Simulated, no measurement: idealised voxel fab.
Process module, titled voxel capacitor over wiring
We display cut, a cross-section 145 nm in width whose square cells are each 5 nm.
This document writes a cross-section as a grid whose cells are square, and gives it as bands, listed from the top down; one or more rows of cells form a band. Each band's line starts with the height of the band's top and of its bottom, in nm. Then come its materials from left to right, each with its width in nm. One material with "edge to edge" fills the band from edge to edge. "blank" is empty space. Heights are measured from 0, the level below which the as-received wafer is all one material; the lowest band has no bottom and continues downward, written as in "0 nm and below". Graded width ("30 to 40"): value in top row of band = first number; value in bottom row = second number; row-to-row change constant. The cross-section has no changed cell in any step marked "changes: none". "Enclosed void list" means: voids of 8 cells or more that are shut off from the top with no open way through. Written width x height at distance, distance from the left edge, in nm. On each step's line, the part that comes after the settings is the simulator's own comment on the step. "overlay nm" on a masked step: distance the mask lay right of its planned place, negative for left.

### Set out below are the planned steps of the process
1. RECEIVE,material Si
2. CONFORMAL_DEP,material SiO2,thk nm 15
3. CONFORMAL_DEP,material SiN,thk nm 5
4. DIRECTIONAL_DEP,material SiO2,thk nm 20
5. DIRECTIONAL_DEP,material aC,thk nm 10
6. PATTERN,tone open,mask id METAL_1,material resist,width nm 20,pitch nm 90,thk nm 30,overlay nm 0
7. DIRECTIONAL_ETCH,etch materials aC,depth nm 10
8. STRIP,etch materials resist
9. DIRECTIONAL_ETCH,etch materials SiO2,depth nm 20
10. DIRECTIONAL_ETCH,etch materials SiN,depth nm 5
11. STRIP,etch materials aC
12. CONFORMAL_DEP,material TiN,thk nm 5
13. FILL_DEP,material Cu,thk nm 10
14. CMP,height nm 40
15. CONFORMAL_DEP,material SiCN,thk nm 5
16. DIRECTIONAL_DEP,material lowk,thk nm 15
17. DIRECTIONAL_DEP,material aC,thk nm 15
18. PATTERN,tone open,mask id PLUG_1,material resist,width nm 15,thk nm 35,overlay nm 0
19. DIRECTIONAL_ETCH,etch materials aC,depth nm 15
20. STRIP,etch materials resist
21. DIRECTIONAL_ETCH,etch materials lowk,depth nm 15
22. DIRECTIONAL_ETCH,etch materials SiCN,depth nm 5
23. STRIP,etch materials aC
24. CONFORMAL_DEP,material TiN,thk nm 5
25. FILL_DEP,material Cu,thk nm 5
26. CMP,height nm 60
27. DIRECTIONAL_DEP,material TiN,thk nm 5
28. DIRECTIONAL_DEP,material SiN,thk nm 5
29. DIRECTIONAL_DEP,material TiN,thk nm 5
30. DIRECTIONAL_DEP,material aC,thk nm 10
31. PATTERN,tone cover,mask id UPPER_PLATE,material resist,width nm 75,thk nm 30,overlay nm 0
32. DIRECTIONAL_ETCH,etch materials aC,depth nm 10
33. STRIP,etch materials resist
34. DIRECTIONAL_ETCH,etch materials TiN,depth nm 5
35. DIRECTIONAL_ETCH,etch materials SiN,depth nm 5
36. STRIP,etch materials aC
37. PATTERN,tone cover,mask id LOWER_PLATE,material resist,width nm 85,thk nm 15,overlay nm 0
38. DIRECTIONAL_ETCH,etch materials TiN,depth nm 5
39. STRIP,etch materials resist
40. FILL_DEP,material SiO2,thk nm 20
41. CMP,height nm 90
42. PATTERN,tone open,mask id PLUG_2,material resist,width nm 15,thk nm 15,overlay nm 0
43. DIRECTIONAL_ETCH,etch materials SiO2,depth nm 15
44. STRIP,etch materials resist
45. CONFORMAL_DEP,material TiN,thk nm 5
46. FILL_DEP,material Ru,thk nm 10
47. CMP,height nm 90
48. CONFORMAL_DEP,material SiN,thk nm 5

### Incoming wafer in cross-section (state: after step 1)
    0 nm and below  Si edge to edge
    Enclosed void list: none

### Post-module cross-section of the first of two wafers (run per plan)
    95 nm to 90 nm  SiN edge to edge
    90 nm to 80 nm  30 SiO2, 5 TiN, 5 Ru, 5 TiN, 100 SiO2
    80 nm to 70 nm  30 to 20 SiO2, 15 to 75 TiN, 100 to 50 SiO2
    70 nm to 65 nm  20 SiO2, 75 SiN, 50 SiO2
    65 nm to 60 nm  15 SiO2, 85 TiN, 45 SiO2
    60 nm to 45 nm  20 lowk, 5 TiN, 5 Cu, 5 TiN, 110 lowk
    45 nm to 40 nm  20 SiCN, 15 TiN, 110 SiCN
    40 nm to 20 nm  15 SiO2, 5 TiN, 10 Cu, 5 TiN, 70 SiO2, 5 TiN, 10 Cu, 5 TiN, 20 SiO2
    20 nm to 15 nm  15 SiN, 20 TiN, 70 SiN, 20 TiN, 20 SiN
    15 nm to 0 nm  SiO2 edge to edge
    0 nm and below  Si edge to edge
    Enclosed void list: none

### This cross-section belongs to the second wafer of two at the end of the module; the start and the plan were shared with the first, and the run included one mistake
    95 nm to 90 nm  SiN edge to edge
    90 nm to 80 nm  30 SiO2, 5 TiN, 5 Ru, 5 TiN, 100 SiO2
    80 nm to 70 nm  30 to 20 SiO2, 15 to 75 TiN, 100 to 50 SiO2
    70 nm to 65 nm  20 SiO2, 75 SiN, 50 SiO2
    65 nm to 60 nm  15 SiO2, 85 TiN, 45 SiO2
    60 nm to 50 nm  20 lowk, 5 TiN, 5 Cu, 5 TiN, 110 lowk
    50 nm to 45 nm  20 lowk, 15 TiN, 110 lowk
    45 nm to 40 nm  Cu edge to edge
    40 nm to 20 nm  15 SiO2, 5 TiN, 10 Cu, 5 TiN, 70 SiO2, 5 TiN, 10 Cu, 5 TiN, 20 SiO2
    20 nm to 15 nm  15 SiN, 20 TiN, 70 SiN, 20 TiN, 20 SiN
    15 nm to 0 nm  SiO2 edge to edge
    0 nm and below  Si edge to edge
    Enclosed void list: none
Misprocessing identified: note that step 15 departed from the planned setting and was carried out as CONFORMAL_DEP,material Cu,thk nm 5
Cell-count delta at end, second wafer over first, by material: Cu +28; SiCN -26; TiN -2
